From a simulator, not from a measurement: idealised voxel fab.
The name of this process module is voxel self aligned vias.
For reference, the cross-section in this document is cut, with width 300 nm and square cells of 5 nm.
If you're reading a cross-section in this doc, picture square cells in a grid; it comes to you as bands, top ones listed first down to the bottom, and a band can be one or more rows of cells. Read a band's entry like this: the first values are the height of its top and the height of its bottom in nm, and what follows is the sequence of materials from left to right, each with its width in nm. Note that "blank" is empty space, and that a single material marked "throughout" reaches across the band from edge to edge. Below 0: as-received wafer, all one material; heights counted from there. Lowest band: no bottom, goes on down, written "z 0 and below". Top row gets the first number, bottom row gets the second, and each row in between changes by the same step: that is how a band width like "30..40" works. It should be understood that the words "nothing was modified", when stated for a given step, signify that the cross-section underwent no change in any of its cells during that step. Look at "Sealed voids" for the closed voids: empty spaces with no open path to the top, sized 8 cells or up. Each is width x height at distance, distance from the left edge, all nm. Heads up: the bit after the settings on a step's line is the simulator's remark on that step. "overlay nm" on a masked step: distance the mask lay right of its planned place, negative for left.

# List of planned process steps
1,RECEIVE (material Si)
2,CONFORMAL_DEP (material SiO2; thk nm 15)
3,CONFORMAL_DEP (material SiCN; thk nm 5)
4,DIRECTIONAL_DEP (material lowk; thk nm 30)
5,MASKED_ETCH (tone open; mask id LINES; width nm 20; pitch nm 65; etch materials lowk; depth nm 30; overlay nm 0)
6,CONFORMAL_DEP (material TiN; thk nm 5)
7,FILL_DEP (material W; thk nm 10)
8,CMP (height nm 50)
9,SELECTIVE_ETCH (etch materials W Ru TiN; depth nm 5)
10,FILL_DEP (material SiN; thk nm 10)
11,CMP (height nm 50)
12,DIRECTIONAL_DEP (material lowk; thk nm 15)
13,PATTERN (tone open; mask id VIAS; material resist; width nm 40; pitch nm 65; thk nm 15; overlay nm 0)
14,DIRECTIONAL_ETCH (etch materials lowk; depth nm 15)
15,DIRECTIONAL_ETCH (etch materials SiN; depth nm 5)
16,STRIP (etch materials resist)
17,CONFORMAL_DEP (material TiN; thk nm 5)
18,FILL_DEP (material Cu; thk nm 10)
19,CMP (height nm 65)
20,CONFORMAL_DEP (material SiN; thk nm 5)

# First of two wafers: run as planned

# Incoming wafer, cross-sectional view, post step 1
z 0 and below  Si throughout
Sealed voids: none

# So this is the wafer cross-section right after step 2
z 15 to 0  SiO2 throughout
Note: structure below 0 unchanged.

# So this is the wafer cross-section right after step 3
z 20 to 15  SiCN throughout
Note: structure below 15 unchanged.

# So this is the wafer cross-section right after step 4
z 50 to 20  lowk throughout
Note: structure below 20 unchanged.

# So this is the wafer cross-section right after step 5
z 50 to 20  75 of lowk | 20 of blank | 45 of lowk | 20 of blank | 45 of lowk | 20 of blank | 75 of lowk
Note: structure below 20 unchanged.

# So this is the wafer cross-section right after step 6
z 55 to 50  80 of TiN | 10 of blank | 55 of TiN | 10 of blank | 55 of TiN | 10 of blank | 80 of TiN
z 50 to 25  75 of lowk | 5 of TiN | 10 of blank | 5 of TiN | 45 of lowk | 5 of TiN | 10 of blank | 5 of TiN | 45 of lowk | 5 of TiN | 10 of blank | 5 of TiN | 75 of lowk
z 25 to 20  75 of lowk | 20 of TiN | 45 of lowk | 20 of TiN | 45 of lowk | 20 of TiN | 75 of lowk
Note: structure below 20 unchanged.

# So this is the wafer cross-section right after step 7
z 65 to 55  W throughout
z 55 to 50  80 of TiN | 10 of W | 55 of TiN | 10 of W | 55 of TiN | 10 of W | 80 of TiN
z 50 to 25  75 of lowk | 5 of TiN | 10 of W | 5 of TiN | 45 of lowk | 5 of TiN | 10 of W | 5 of TiN | 45 of lowk | 5 of TiN | 10 of W | 5 of TiN | 75 of lowk
Note: structure below 25 unchanged.

# So this is the wafer cross-section right after step 8
z 50 to 25  75 of lowk | 5 of TiN | 10 of W | 5 of TiN | 45 of lowk | 5 of TiN | 10 of W | 5 of TiN | 45 of lowk | 5 of TiN | 10 of W | 5 of TiN | 75 of lowk
Note: structure below 25 unchanged.

# So this is the wafer cross-section right after step 9
z 50 to 45  75 of lowk | 20 of blank | 45 of lowk | 20 of blank | 45 of lowk | 20 of blank | 75 of lowk
Note: structure below 45 unchanged.

# So this is the wafer cross-section right after step 10
z 60 to 50  SiN throughout
z 50 to 45  75 of lowk | 20 of SiN | 45 of lowk | 20 of SiN | 45 of lowk | 20 of SiN | 75 of lowk
Note: structure below 45 unchanged.

# So this is the wafer cross-section right after step 11
z 50 to 45  75 of lowk | 20 of SiN | 45 of lowk | 20 of SiN | 45 of lowk | 20 of SiN | 75 of lowk
Note: structure below 45 unchanged.

# So this is the wafer cross-section right after step 12
z 65 to 50  lowk throughout
Note: structure below 50 unchanged.

# So this is the wafer cross-section right after step 13
z 80 to 65  65 of resist | 40 of blank | 25 of resist | 40 of blank | 25 of resist | 40 of blank | 65 of resist
Note: structure below 65 unchanged.

# So this is the wafer cross-section right after step 14
z 80 to 65  65 of resist | 40 of blank | 25 of resist | 40 of blank | 25 of resist | 40 of blank | 65 of resist
z 65 to 50  65 of lowk | 40 of blank | 25 of lowk | 40 of blank | 25 of lowk | 40 of blank | 65 of lowk
Note: structure below 50 unchanged.

# So this is the wafer cross-section right after step 15
z 80 to 65  65 of resist | 40 of blank | 25 of resist | 40 of blank | 25 of resist | 40 of blank | 65 of resist
z 65 to 50  65 of lowk | 40 of blank | 25 of lowk | 40 of blank | 25 of lowk | 40 of blank | 65 of lowk
z 50 to 45  75 of lowk | 20 of blank | 45 of lowk | 20 of blank | 45 of lowk | 20 of blank | 75 of lowk
Note: structure below 45 unchanged.

# So this is the wafer cross-section right after step 16
z 65 to 50  65 of lowk | 40 of blank | 25 of lowk | 40 of blank | 25 of lowk | 40 of blank | 65 of lowk
Note: structure below 50 unchanged.

# So this is the wafer cross-section right after step 17
z 70 to 65  70 of TiN | 30 of blank | 35 of TiN | 30 of blank | 35 of TiN | 30 of blank | 70 of TiN
z 65 to 55  65 of lowk | 5 of TiN | 30 of blank | 5 of TiN | 25 of lowk | 5 of TiN | 30 of blank | 5 of TiN | 25 of lowk | 5 of TiN | 30 of blank | 5 of TiN | 65 of lowk
z 55 to 50  65 of lowk | 15 of TiN | 10 of blank | 15 of TiN | 25 of lowk | 15 of TiN | 10 of blank | 15 of TiN | 25 of lowk | 15 of TiN | 10 of blank | 15 of TiN | 65 of lowk
z 50 to 45  75 of lowk | 20 of TiN | 45 of lowk | 20 of TiN | 45 of lowk | 20 of TiN | 75 of lowk
Note: structure below 45 unchanged.

# So this is the wafer cross-section right after step 18
z 80 to 70  Cu throughout
z 70 to 65  70 of TiN | 30 of Cu | 35 of TiN | 30 of Cu | 35 of TiN | 30 of Cu | 70 of TiN
z 65 to 55  65 of lowk | 5 of TiN | 30 of Cu | 5 of TiN | 25 of lowk | 5 of TiN | 30 of Cu | 5 of TiN | 25 of lowk | 5 of TiN | 30 of Cu | 5 of TiN | 65 of lowk
z 55 to 50  65 of lowk | 15 of TiN | 10 of Cu | 15 of TiN | 25 of lowk | 15 of TiN | 10 of Cu | 15 of TiN | 25 of lowk | 15 of TiN | 10 of Cu | 15 of TiN | 65 of lowk
Note: structure below 50 unchanged.

# So this is the wafer cross-section right after step 19
z 65 to 55  65 of lowk | 5 of TiN | 30 of Cu | 5 of TiN | 25 of lowk | 5 of TiN | 30 of Cu | 5 of TiN | 25 of lowk | 5 of TiN | 30 of Cu | 5 of TiN | 65 of lowk
Note: structure below 55 unchanged.

# So this is the wafer cross-section right after step 20
z 70 to 65  SiN throughout
Note: structure below 65 unchanged.

# Second wafer, same starting conditions and recipe as the first, one mistake in executing it, nothing differs from the first up to and including step 4

# Planned end of step 5: second wafer, cross-section
z 50 to 20  75 of lowk | 25 of blank | 40 of lowk | 25 of blank | 40 of lowk | 25 of blank | 70 of lowk
Note: structure below 20 unchanged.

# Planned end of step 6: second wafer, cross-section
z 55 to 50  80 of TiN | 15 of blank | 50 of TiN | 15 of blank | 50 of TiN | 15 of blank | 75 of TiN
z 50 to 25  75 of lowk | 5 of TiN | 15 of blank | 5 of TiN | 40 of lowk | 5 of TiN | 15 of blank | 5 of TiN | 40 of lowk | 5 of TiN | 15 of blank | 5 of TiN | 70 of lowk
z 25 to 20  75 of lowk | 25 of TiN | 40 of lowk | 25 of TiN | 40 of lowk | 25 of TiN | 70 of lowk
Note: structure below 20 unchanged.

# Planned end of step 7: second wafer, cross-section
z 65 to 55  W throughout
z 55 to 50  80 of TiN | 15 of W | 50 of TiN | 15 of W | 50 of TiN | 15 of W | 75 of TiN
z 50 to 25  75 of lowk | 5 of TiN | 15 of W | 5 of TiN | 40 of lowk | 5 of TiN | 15 of W | 5 of TiN | 40 of lowk | 5 of TiN | 15 of W | 5 of TiN | 70 of lowk
Note: structure below 25 unchanged.

# Planned end of step 8: second wafer, cross-section
z 50 to 25  75 of lowk | 5 of TiN | 15 of W | 5 of TiN | 40 of lowk | 5 of TiN | 15 of W | 5 of TiN | 40 of lowk | 5 of TiN | 15 of W | 5 of TiN | 70 of lowk
Note: structure below 25 unchanged.

# Planned end of step 9: second wafer, cross-section
z 50 to 45  75 of lowk | 25 of blank | 40 of lowk | 25 of blank | 40 of lowk | 25 of blank | 70 of lowk
Note: structure below 45 unchanged.

# Planned end of step 10: second wafer, cross-section
z 60 to 50  SiN throughout
z 50 to 45  75 of lowk | 25 of SiN | 40 of lowk | 25 of SiN | 40 of lowk | 25 of SiN | 70 of lowk
Note: structure below 45 unchanged.

# Planned end of step 11: second wafer, cross-section
z 50 to 45  75 of lowk | 25 of SiN | 40 of lowk | 25 of SiN | 40 of lowk | 25 of SiN | 70 of lowk
Note: structure below 45 unchanged.

# Planned end of step 12: second wafer, cross-section
z 65 to 50  lowk throughout
Note: structure below 50 unchanged.

# Planned end of step 13: second wafer, cross-section
z 80 to 65  65 of resist | 40 of blank | 25 of resist | 40 of blank | 25 of resist | 40 of blank | 65 of resist
Note: structure below 65 unchanged.

# Planned end of step 14: second wafer, cross-section
z 80 to 65  65 of resist | 40 of blank | 25 of resist | 40 of blank | 25 of resist | 40 of blank | 65 of resist
z 65 to 50  65 of lowk | 40 of blank | 25 of lowk | 40 of blank | 25 of lowk | 40 of blank | 65 of lowk
Note: structure below 50 unchanged.

# Planned end of step 15: second wafer, cross-section
z 80 to 65  65 of resist | 40 of blank | 25 of resist | 40 of blank | 25 of resist | 40 of blank | 65 of resist
z 65 to 50  65 of lowk | 40 of blank | 25 of lowk | 40 of blank | 25 of lowk | 40 of blank | 65 of lowk
z 50 to 45  75 of lowk | 25 of blank | 40 of lowk | 25 of blank | 40 of lowk | 25 of blank | 70 of lowk
Note: structure below 45 unchanged.

# Planned end of step 16: second wafer, cross-section
z 65 to 50  65 of lowk | 40 of blank | 25 of lowk | 40 of blank | 25 of lowk | 40 of blank | 65 of lowk
Note: structure below 50 unchanged.

# Planned end of step 17: second wafer, cross-section
z 70 to 65  70 of TiN | 30 of blank | 35 of TiN | 30 of blank | 35 of TiN | 30 of blank | 70 of TiN
z 65 to 55  65 of lowk | 5 of TiN | 30 of blank | 5 of TiN | 25 of lowk | 5 of TiN | 30 of blank | 5 of TiN | 25 of lowk | 5 of TiN | 30 of blank | 5 of TiN | 65 of lowk
z 55 to 50  65 of lowk | 15 of TiN | 15 of blank | 10 of TiN | 25 of lowk | 15 of TiN | 15 of blank | 10 of TiN | 25 of lowk | 15 of TiN | 15 of blank | 10 of TiN | 65 of lowk
z 50 to 45  75 of lowk | 25 of TiN | 40 of lowk | 25 of TiN | 40 of lowk | 25 of TiN | 70 of lowk
Note: structure below 45 unchanged.

# Planned end of step 18: second wafer, cross-section
z 80 to 70  Cu throughout
z 70 to 65  70 of TiN | 30 of Cu | 35 of TiN | 30 of Cu | 35 of TiN | 30 of Cu | 70 of TiN
z 65 to 55  65 of lowk | 5 of TiN | 30 of Cu | 5 of TiN | 25 of lowk | 5 of TiN | 30 of Cu | 5 of TiN | 25 of lowk | 5 of TiN | 30 of Cu | 5 of TiN | 65 of lowk
z 55 to 50  65 of lowk | 15 of TiN | 15 of Cu | 10 of TiN | 25 of lowk | 15 of TiN | 15 of Cu | 10 of TiN | 25 of lowk | 15 of TiN | 15 of Cu | 10 of TiN | 65 of lowk
Note: structure below 50 unchanged.

# Planned end of step 19: second wafer, cross-section
z 65 to 55  65 of lowk | 5 of TiN | 30 of Cu | 5 of TiN | 25 of lowk | 5 of TiN | 30 of Cu | 5 of TiN | 25 of lowk | 5 of TiN | 30 of Cu | 5 of TiN | 65 of lowk
Note: structure below 55 unchanged.

# Planned end of step 20: second wafer, cross-section
z 70 to 65  SiN throughout
Note: structure below 65 unchanged.
Error vs. plan: step 5 ran differently from the plan; actual operation with settings: MASKED_ETCH (tone open; mask id LINES; width nm 25; pitch nm 65; etch materials lowk; depth nm 30; overlay nm 0)
It is noted that, at the conclusion of processing, the second wafer exhibits a higher or lower cell count for certain materials relative to the first: 3 more of Cu, 3 more of TiN, 12 more of W, 18 fewer of lowk
